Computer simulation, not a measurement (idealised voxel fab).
Name of the process module below: voxel transistor to metal
Cross-sectional view cut (width: 190 nm; square cell size: 5 nm).
Format of a cross-section: grid, square cells. Given as bands. Order: top down. Band: one or more rows of cells. A band entry consists of two parts. The first gives the height of the band's top and the height of its bottom, in nm. The rest lists the band's materials from left to right, each with its width in nm. A single material labelled with the word "everywhere" fills the band from edge to edge, and the word "blank" marks empty space. Heights are measured from 0, the level below which the as-received wafer is all one material; the lowest band has no bottom and continues downward, written as in "0 down". When a width is written as two numbers, as in "30 to 40", the first number is the width in the top row of cells of the band and the second is the width in its bottom row, and the width changes by the same amount from each row to the next. When a step is marked "no change", none of the cells in the cross-section changed during that step. "Enclosed cavity list": sealed empty spaces, 8 cells or more, no open way to top, listed width x height at distance, with distance from the left edge and width, height and distance in nm. Where a step's line continues beyond its settings, the continuation is a remark by the simulator itself on that step. The "overlay nm" setting may appear on a step's line; for a step that uses a mask, it gives how far to the right of its planned position the mask lay, and a negative value indicates the left.
Process steps (planned)
1) RECEIVE [material Si]
2) OXIDIZE [depth nm 5]
3) CONFORMAL_DEP [material SiN] [thk nm 15]
4) MASKED_ETCH [tone cover] [mask id ACTIVE] [width nm 100] [etch materials SiN] [depth nm 15] [overlay nm 0]
5) MASKED_ETCH [tone cover] [mask id ACTIVE] [width nm 100] [etch materials SiO2] [depth nm 5] [overlay nm 0]
6) MASKED_ETCH [tone cover] [mask id ACTIVE] [width nm 100] [etch materials Si] [depth nm 30] [overlay nm 0]
7) FILL_DEP [material SiO2] [thk nm 15]
8) CMP [height nm 15]
9) SELECTIVE_ETCH [etch materials SiO2] [depth nm 5]
10) STRIP [etch materials SiN]
11) SELECTIVE_ETCH [etch materials SiO2] [depth nm 5]
12) OXIDIZE [depth nm 5]
13) DIRECTIONAL_DEP [material polySi] [thk nm 25]
14) DIRECTIONAL_DEP [material SiCN] [thk nm 15]
15) MASKED_ETCH [tone cover] [mask id GATE] [width nm 20] [etch materials SiCN] [depth nm 25] [overlay nm 0]
16) MASKED_ETCH [tone cover] [mask id GATE] [width nm 20] [etch materials polySi] [depth nm 35] [overlay nm 0]
17) CONFORMAL_DEP [material SiN] [thk nm 10]
18) DIRECTIONAL_ETCH [etch materials SiN] [depth nm 10]
19) DIRECTIONAL_ETCH [etch materials SiO2] [depth nm 5]
20) DIRECTIONAL_ETCH [etch materials Si] [depth nm 5]
21) EPI [material nSi] [thk nm 5]
22) FILL_DEP [material SiO2] [thk nm 5]
23) CMP [height nm 35]
24) DIRECTIONAL_DEP [material SiO2] [thk nm 15]
25) MASKED_ETCH [tone open] [mask id CONTACT] [width nm 20] [pitch nm 70] [etch materials SiO2] [depth nm 60] [overlay nm 0]
26) CONFORMAL_DEP [material TiN] [thk nm 5]
27) FILL_DEP [material Ru] [thk nm 10]
28) CMP [height nm 50]
29) DIRECTIONAL_DEP [material TiN] [thk nm 5]
30) DIRECTIONAL_DEP [material Ru] [thk nm 15]
31) PATTERN [tone cover] [mask id METAL_1] [material resist] [width nm 20] [pitch nm 70] [thk nm 20] [overlay nm 0]
32) DIRECTIONAL_ETCH [etch materials Ru] [depth nm 15]
33) DIRECTIONAL_ETCH [etch materials TiN] [depth nm 5]
34) STRIP [etch materials resist]
35) CONFORMAL_DEP [material SiN] [thk nm 5]
36) FILL_DEP [material SiO2] [thk nm 5]
37) CMP [height nm 70]
38) CONFORMAL_DEP [material SiCN] [thk nm 5]
On the first of the two wafers: run conducted according to plan
Cross-section of the incoming wafer, state after step 1
0 down | Si everywhere
Enclosed cavity list: none
Wafer after step 2 (cross-section)
0 to -5 | SiO2 everywhere
All layers under -5 are left as they were.
Wafer after step 3 (cross-section)
15 to 0 | SiN everywhere
All layers under 0 are left as they were.
Wafer after step 4 (cross-section)
15 to 0 | 45 of blank  100 of SiN  45 of blank
All layers under 0 are left as they were.
Wafer after step 5 (cross-section)
15 to 0 | 45 of blank  100 of SiN  45 of blank
0 to -5 | 45 of blank  100 of SiO2  45 of blank
All layers under -5 are left as they were.
Wafer after step 6 (cross-section)
15 to 0 | 45 of blank  100 of SiN  45 of blank
0 to -5 | 45 of blank  100 of SiO2  45 of blank
-5 to -35 | 45 of blank  100 of Si  45 of blank
All layers under -35 are left as they were.
Wafer after step 7 (cross-section)
30 to 15 | SiO2 everywhere
15 to 0 | 45 of SiO2  100 of SiN  45 of SiO2
0 to -5 | SiO2 everywhere
-5 to -35 | 45 of SiO2  100 of Si  45 of SiO2
All layers under -35 are left as they were.
Wafer after step 8 (cross-section)
15 to 0 | 45 of SiO2  100 of SiN  45 of SiO2
All layers under 0 are left as they were.
Wafer after step 9 (cross-section)
15 to 10 | 45 of blank  100 of SiN  45 of blank
All layers under 10 are left as they were.
Wafer after step 10 (cross-section)
10 to 0 | 45 of SiO2  100 of blank  45 of SiO2
All layers under 0 are left as they were.
Wafer after step 11 (cross-section)
5 to -5 | 40 of SiO2  110 of blank  40 of SiO2
All layers under -5 are left as they were.
Wafer after step 12 (cross-section)
5 to -5 | 40 of SiO2  110 of blank  40 of SiO2
-5 to -10 | SiO2 everywhere
All layers under -10 are left as they were.
Wafer after step 13 (cross-section)
30 to 20 | 40 of polySi  110 of blank  40 of polySi
20 to 5 | polySi everywhere
5 to -5 | 40 of SiO2  110 of polySi  40 of SiO2
All layers under -5 are left as they were.
Wafer after step 14 (cross-section)
45 to 35 | 40 of SiCN  110 of blank  40 of SiCN
35 to 30 | SiCN everywhere
30 to 20 | 40 of polySi  110 of SiCN  40 of polySi
All layers under 20 are left as they were.
Wafer after step 15 (cross-section)
35 to 30 | 85 of blank  20 of SiCN  85 of blank
30 to 20 | 40 of polySi  45 of blank  20 of SiCN  45 of blank  40 of polySi
All layers under 20 are left as they were.
Wafer after step 16 (cross-section)
35 to 20 | 85 of blank  20 of SiCN  85 of blank
20 to 5 | 85 of blank  20 of polySi  85 of blank
5 to -5 | 40 of SiO2  45 of blank  20 of polySi  45 of blank  40 of SiO2
All layers under -5 are left as they were.
Wafer after step 17 (cross-section)
45 to 35 | 75 of blank  40 of SiN  75 of blank
35 to 20 | 75 of blank  10 of SiN  20 of SiCN  10 of SiN  75 of blank
20 to 15 | 75 of blank  10 of SiN  20 of polySi  10 of SiN  75 of blank
15 to 5 | 50 of SiN  25 of blank  10 of SiN  20 of polySi  10 of SiN  25 of blank  50 of SiN
5 to -5 | 40 of SiO2  45 of SiN  20 of polySi  45 of SiN  40 of SiO2
All layers under -5 are left as they were.
Wafer after step 18 (cross-section)
35 to 20 | 75 of blank  10 of SiN  20 of SiCN  10 of SiN  75 of blank
20 to 5 | 75 of blank  10 of SiN  20 of polySi  10 of SiN  75 of blank
5 to -5 | 40 of SiO2  10 of SiN  25 of blank  10 of SiN  20 of polySi  10 of SiN  25 of blank  10 of SiN  40 of SiO2
All layers under -5 are left as they were.
Wafer after step 19 (cross-section)
35 to 20 | 75 of blank  10 of SiN  20 of SiCN  10 of SiN  75 of blank
20 to 5 | 75 of blank  10 of SiN  20 of polySi  10 of SiN  75 of blank
5 to 0 | 40 of blank  10 of SiN  25 of blank  10 of SiN  20 of polySi  10 of SiN  25 of blank  10 of SiN  40 of blank
0 to -5 | 40 of SiO2  10 of SiN  25 of blank  10 of SiN  20 of polySi  10 of SiN  25 of blank  10 of SiN  40 of SiO2
-5 to -10 | 50 of SiO2  25 of blank  40 of SiO2  25 of blank  50 of SiO2
All layers under -10 are left as they were.
Wafer after step 20 (cross-section)
35 to 20 | 75 of blank  10 of SiN  20 of SiCN  10 of SiN  75 of blank
20 to 5 | 75 of blank  10 of SiN  20 of polySi  10 of SiN  75 of blank
5 to 0 | 40 of blank  10 of SiN  25 of blank  10 of SiN  20 of polySi  10 of SiN  25 of blank  10 of SiN  40 of blank
0 to -5 | 40 of SiO2  10 of SiN  25 of blank  10 of SiN  20 of polySi  10 of SiN  25 of blank  10 of SiN  40 of SiO2
-5 to -10 | 50 of SiO2  25 of blank  40 of SiO2  25 of blank  50 of SiO2
-10 to -15 | 45 of SiO2  5 of Si  25 of blank  40 of Si  25 of blank  5 of Si  45 of SiO2
All layers under -15 are left as they were.
Wafer after step 21 (cross-section)
35 to 20 | 75 of blank  10 of SiN  20 of SiCN  10 of SiN  75 of blank
20 to 5 | 75 of blank  10 of SiN  20 of polySi  10 of SiN  75 of blank
5 to 0 | 40 of blank  10 of SiN  25 of blank  10 of SiN  20 of polySi  10 of SiN  25 of blank  10 of SiN  40 of blank
0 to -5 | 40 of SiO2  10 of SiN  25 of blank  10 of SiN  20 of polySi  10 of SiN  25 of blank  10 of SiN  40 of SiO2
-5 to -10 | 50 of SiO2  5 of nSi  15 of blank  5 of nSi  40 of SiO2  5 of nSi  15 of blank  5 of nSi  50 of SiO2
-10 to -15 | 45 of SiO2  5 of Si  25 of nSi  40 of Si  25 of nSi  5 of Si  45 of SiO2
All layers under -15 are left as they were.
Wafer after step 22 (cross-section)
40 to 35 | SiO2 everywhere
35 to 20 | 75 of SiO2  10 of SiN  20 of SiCN  10 of SiN  75 of SiO2
20 to 5 | 75 of SiO2  10 of SiN  20 of polySi  10 of SiN  75 of SiO2
5 to -5 | 40 of SiO2  10 of SiN  25 of SiO2  10 of SiN  20 of polySi  10 of SiN  25 of SiO2  10 of SiN  40 of SiO2
-5 to -10 | 50 of SiO2  5 of nSi  15 of SiO2  5 of nSi  40 of SiO2  5 of nSi  15 of SiO2  5 of nSi  50 of SiO2
All layers under -10 are left as they were.
Wafer after step 23 (cross-section)
35 to 20 | 75 of SiO2  10 of SiN  20 of SiCN  10 of SiN  75 of SiO2
All layers under 20 are left as they were.
Wafer after step 24 (cross-section)
50 to 35 | SiO2 everywhere
All layers under 35 are left as they were.
Wafer after step 25 (cross-section)
50 to 35 | 50 of SiO2  20 of blank  50 of SiO2  20 of blank  50 of SiO2
35 to 20 | 50 of SiO2  20 of blank  5 of SiO2  10 of SiN  20 of SiCN  10 of SiN  5 of SiO2  20 of blank  50 of SiO2
20 to 5 | 50 of SiO2  20 of blank  5 of SiO2  10 of SiN  20 of polySi  10 of SiN  5 of SiO2  20 of blank  50 of SiO2
5 to -5 | 40 of SiO2  10 of SiN  20 of blank  5 of SiO2  10 of SiN  20 of polySi  10 of SiN  5 of SiO2  20 of blank  10 of SiN  40 of SiO2
-5 to -10 | 50 of SiO2  5 of nSi  15 of blank  5 of nSi  40 of SiO2  5 of nSi  15 of blank  5 of nSi  50 of SiO2
All layers under -10 are left as they were.
Wafer after step 26 (cross-section)
55 to 50 | 55 of TiN  10 of blank  60 of TiN  10 of blank  55 of TiN
50 to 35 | 50 of SiO2  5 of TiN  10 of blank  5 of TiN  50 of SiO2  5 of TiN  10 of blank  5 of TiN  50 of SiO2
35 to 20 | 50 of SiO2  5 of TiN  10 of blank  5 of TiN  5 of SiO2  10 of SiN  20 of SiCN  10 of SiN  5 of SiO2  5 of TiN  10 of blank  5 of TiN  50 of SiO2
20 to 5 | 50 of SiO2  5 of TiN  10 of blank  5 of TiN  5 of SiO2  10 of SiN  20 of polySi  10 of SiN  5 of SiO2  5 of TiN  10 of blank  5 of TiN  50 of SiO2
5 to -5 | 40 of SiO2  10 of SiN  5 to 10 of TiN  10 to 5 of blank  5 of TiN  5 of SiO2  10 of SiN  20 of polySi  10 of SiN  5 of SiO2  5 of TiN  10 to 5 of blank  5 to 10 of TiN  10 of SiN  40 of SiO2
-5 to -10 | 50 of SiO2  5 of nSi  15 of TiN  5 of nSi  40 of SiO2  5 of nSi  15 of TiN  5 of nSi  50 of SiO2
All layers under -10 are left as they were.
Wafer after step 27 (cross-section)
65 to 55 | Ru everywhere
55 to 50 | 55 of TiN  10 of Ru  60 of TiN  10 of Ru  55 of TiN
50 to 35 | 50 of SiO2  5 of TiN  10 of Ru  5 of TiN  50 of SiO2  5 of TiN  10 of Ru  5 of TiN  50 of SiO2
35 to 20 | 50 of SiO2  5 of TiN  10 of Ru  5 of TiN  5 of SiO2  10 of SiN  20 of SiCN  10 of SiN  5 of SiO2  5 of TiN  10 of Ru  5 of TiN  50 of SiO2
20 to 5 | 50 of SiO2  5 of TiN  10 of Ru  5 of TiN  5 of SiO2  10 of SiN  20 of polySi  10 of SiN  5 of SiO2  5 of TiN  10 of Ru  5 of TiN  50 of SiO2
5 to -5 | 40 of SiO2  10 of SiN  5 to 10 of TiN  10 to 5 of Ru  5 of TiN  5 of SiO2  10 of SiN  20 of polySi  10 of SiN  5 of SiO2  5 of TiN  10 to 5 of Ru  5 to 10 of TiN  10 of SiN  40 of SiO2
All layers under -5 are left as they were.
Wafer after step 28 (cross-section)
50 to 35 | 50 of SiO2  5 of TiN  10 of Ru  5 of TiN  50 of SiO2  5 of TiN  10 of Ru  5 of TiN  50 of SiO2
All layers under 35 are left as they were.
Wafer after step 29 (cross-section)
55 to 50 | TiN everywhere
All layers under 50 are left as they were.
Wafer after step 30 (cross-section)
70 to 55 | Ru everywhere
All layers under 55 are left as they were.
Wafer after step 31 (cross-section)
90 to 70 | 50 of blank  20 of resist  50 of blank  20 of resist  50 of blank
All layers under 70 are left as they were.
Wafer after step 32 (cross-section)
90 to 70 | 50 of blank  20 of resist  50 of blank  20 of resist  50 of blank
70 to 55 | 50 of blank  20 of Ru  50 of blank  20 of Ru  50 of blank
All layers under 55 are left as they were.
Wafer after step 33 (cross-section)
90 to 70 | 50 of blank  20 of resist  50 of blank  20 of resist  50 of blank
70 to 55 | 50 of blank  20 of Ru  50 of blank  20 of Ru  50 of blank
55 to 50 | 50 of blank  20 of TiN  50 of blank  20 of TiN  50 of blank
All layers under 50 are left as they were.
Wafer after step 34 (cross-section)
70 to 55 | 50 of blank  20 of Ru  50 of blank  20 of Ru  50 of blank
All layers under 55 are left as they were.
Wafer after step 35 (cross-section)
75 to 70 | 45 of blank  30 of SiN  40 of blank  30 of SiN  45 of blank
70 to 55 | 45 of blank  5 of SiN  20 of Ru  5 of SiN  40 of blank  5 of SiN  20 of Ru  5 of SiN  45 of blank
55 to 50 | 50 of SiN  20 of TiN  50 of SiN  20 of TiN  50 of SiN
All layers under 50 are left as they were.
Wafer after step 36 (cross-section)
80 to 75 | SiO2 everywhere
75 to 70 | 45 of SiO2  30 of SiN  40 of SiO2  30 of SiN  45 of SiO2
70 to 55 | 45 of SiO2  5 of SiN  20 of Ru  5 of SiN  40 of SiO2  5 of SiN  20 of Ru  5 of SiN  45 of SiO2
All layers under 55 are left as they were.
Wafer after step 37 (cross-section)
70 to 55 | 45 of SiO2  5 of SiN  20 of Ru  5 of SiN  40 of SiO2  5 of SiN  20 of Ru  5 of SiN  45 of SiO2
All layers under 55 are left as they were.
Wafer after step 38 (cross-section)
75 to 70 | SiCN everywhere
All layers under 70 are left as they were.
What follows concerns the second wafer, which started out like the first and was meant to follow the very same plan; one mistake crept in when it was run, but everything up to and including step 14 is the same as for the first wafer
Second wafer, sectioned view, at step 15's planned end time
45 to 35 | 40 of SiCN  110 of blank  40 of SiCN
35 to 30 | 85 of SiCN  20 of blank  85 of SiCN
30 to 20 | 40 of polySi  45 of SiCN  20 of blank  45 of SiCN  40 of polySi
All layers under 20 are left as they were.
Second wafer, sectioned view, at step 16's planned end time: no change
Second wafer, sectioned view, at step 17's planned end time
55 to 45 | 50 of SiN  90 of blank  50 of SiN
45 to 35 | 40 of SiCN  110 of SiN  40 of SiCN
35 to 30 | 85 of SiCN  20 of SiN  85 of SiCN
30 to 20 | 40 of polySi  45 of SiCN  20 of SiN  45 of SiCN  40 of polySi
All layers under 20 are left as they were.
Second wafer, sectioned view, at step 18's planned end time
45 to 35 | 40 of SiCN  10 of SiN  90 of blank  10 of SiN  40 of SiCN
All layers under 35 are left as they were.
Second wafer, sectioned view, at step 19's planned end time: no change
Second wafer, sectioned view, at step 20's planned end time: no change
Second wafer, sectioned view, at step 21's planned end time: no change
Second wafer, sectioned view, at step 22's planned end time
50 to 45 | SiO2 everywhere
45 to 35 | 40 of SiCN  10 of SiN  90 of SiO2  10 of SiN  40 of SiCN
All layers under 35 are left as they were.
Second wafer, sectioned view, at step 23's planned end time
35 to 30 | 85 of SiCN  20 of SiN  85 of SiCN
All layers under 30 are left as they were.
Second wafer, sectioned view, at step 24's planned end time
50 to 35 | SiO2 everywhere
All layers under 35 are left as they were.
Second wafer, sectioned view, at step 25's planned end time
50 to 35 | 50 of SiO2  20 of blank  50 of SiO2  20 of blank  50 of SiO2
All layers under 35 are left as they were.
Second wafer, sectioned view, at step 26's planned end time
55 to 50 | 55 of TiN  10 of blank  60 of TiN  10 of blank  55 of TiN
50 to 40 | 50 of SiO2  5 of TiN  10 of blank  5 of TiN  50 of SiO2  5 of TiN  10 of blank  5 of TiN  50 of SiO2
40 to 35 | 50 of SiO2  20 of TiN  50 of SiO2  20 of TiN  50 of SiO2
All layers under 35 are left as they were.
Second wafer, sectioned view, at step 27's planned end time
65 to 55 | Ru everywhere
55 to 50 | 55 of TiN  10 of Ru  60 of TiN  10 of Ru  55 of TiN
50 to 40 | 50 of SiO2  5 of TiN  10 of Ru  5 of TiN  50 of SiO2  5 of TiN  10 of Ru  5 of TiN  50 of SiO2
All layers under 40 are left as they were.
Second wafer, sectioned view, at step 28's planned end time
50 to 40 | 50 of SiO2  5 of TiN  10 of Ru  5 of TiN  50 of SiO2  5 of TiN  10 of Ru  5 of TiN  50 of SiO2
All layers under 40 are left as they were.
Second wafer, sectioned view, at step 29's planned end time
55 to 50 | TiN everywhere
All layers under 50 are left as they were.
Second wafer, sectioned view, at step 30's planned end time
70 to 55 | Ru everywhere
All layers under 55 are left as they were.
Second wafer, sectioned view, at step 31's planned end time
90 to 70 | 50 of blank  20 of resist  50 of blank  20 of resist  50 of blank
All layers under 70 are left as they were.
Second wafer, sectioned view, at step 32's planned end time
90 to 70 | 50 of blank  20 of resist  50 of blank  20 of resist  50 of blank
70 to 55 | 50 of blank  20 of Ru  50 of blank  20 of Ru  50 of blank
All layers under 55 are left as they were.
Second wafer, sectioned view, at step 33's planned end time
90 to 70 | 50 of blank  20 of resist  50 of blank  20 of resist  50 of blank
70 to 55 | 50 of blank  20 of Ru  50 of blank  20 of Ru  50 of blank
55 to 50 | 50 of blank  20 of TiN  50 of blank  20 of TiN  50 of blank
All layers under 50 are left as they were.
Second wafer, sectioned view, at step 34's planned end time
70 to 55 | 50 of blank  20 of Ru  50 of blank  20 of Ru  50 of blank
All layers under 55 are left as they were.
Second wafer, sectioned view, at step 35's planned end time
75 to 70 | 45 of blank  30 of SiN  40 of blank  30 of SiN  45 of blank
70 to 55 | 45 of blank  5 of SiN  20 of Ru  5 of SiN  40 of blank  5 of SiN  20 of Ru  5 of SiN  45 of blank
55 to 50 | 50 of SiN  20 of TiN  50 of SiN  20 of TiN  50 of SiN
All layers under 50 are left as they were.
Second wafer, sectioned view, at step 36's planned end time
80 to 75 | SiO2 everywhere
75 to 70 | 45 of SiO2  30 of SiN  40 of SiO2  30 of SiN  45 of SiO2
70 to 55 | 45 of SiO2  5 of SiN  20 of Ru  5 of SiN  40 of SiO2  5 of SiN  20 of Ru  5 of SiN  45 of SiO2
All layers under 55 are left as they were.
Second wafer, sectioned view, at step 37's planned end time
70 to 55 | 45 of SiO2  5 of SiN  20 of Ru  5 of SiN  40 of SiO2  5 of SiN  20 of Ru  5 of SiN  45 of SiO2
All layers under 55 are left as they were.
Second wafer, sectioned view, at step 38's planned end time
75 to 70 | SiCN everywhere
All layers under 70 are left as they were.
In executing the process, a mistake was made relative to the plan: step 15 deviated from plan and actually ran as MASKED_ETCH [tone open] [mask id GATE] [width nm 20] [etch materials SiCN] [depth nm 25] [overlay nm 0]
In the final state, the cell counts of the second wafer exceed or fall short of those of the first for the following materials: Ru: 34 fewer, Si: 10 more, SiCN: 58 more, SiN: 28 fewer, SiO2: 126 fewer, TiN: 36 fewer, nSi: 14 fewer, polySi: 170 more
